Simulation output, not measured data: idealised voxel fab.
voxel tone inversion: a process module
The cross-section on display is named cut; it measures 260 nm wide, and its cells are 5 nm squares.
We lay out every cross-section as a grid of square cells and spell it out in bands from the top down, where one band means one or more rows of cells. Band: top and bottom heights (nm) first, top before bottom; then materials from left to right, widths in nm. "all across" marks a sole material filling the band edge to edge. "empty" denotes empty space. Height datum 0, below which the as-received substrate wafer is one material. Lowest band open at the bottom, running downward: "z 0 and below". The two numbers in a width such as "30..40" mark its ends across the band: the first belongs to the top row of cells, the second to the bottom row, and from each row to the next the width moves by the same amount. It should be understood that the words "no alteration", when stated for a given step, signify that the cross-section underwent no change in any of its cells during that step. "Voids lacking openings" - sealed voids, min. 8 cells, no opening to top; format: width x height at distance (distance from left edge; nm throughout). Post-settings text on a step line: simulator's own remark regarding the step. Among the settings permitted on a step's line is "overlay nm"; applied to a step with a mask, it specifies the extent to which the mask lay to the right of its planned position, whereas a negative figure signifies a position to the left.

So here's the lineup of process steps we planned:
1) RECEIVE, material Si
2) CONFORMAL_DEP, material SiCN, thk nm 10
3) DIRECTIONAL_DEP, material aC, thk nm 25
4) PATTERN, tone cover, mask id POSTS, material resist, width nm 25, pitch nm 55, thk nm 35, overlay nm 0
5) DIRECTIONAL_ETCH, etch materials aC, depth nm 25
6) STRIP, etch materials resist
7) FILL_DEP, material SiO2, thk nm 5
8) CMP, height nm 35
9) STRIP, etch materials aC

Cross-section of the incoming wafer, state after step 1:
  z 0 and below | Si all across
  Voids lacking openings: none

Starting structure and process plan are as shown above, but one mistake was made in running the module; the wafer cross-section at the end of the module follows:
  z 35 to 25 | SiCN all across
  z 25 to 0 | aC all across
  z 0 and below | Si all across
  Voids lacking openings: none
In executing the process, a mistake was made relative to the plan: swap of plan steps 2 and 3 during execution
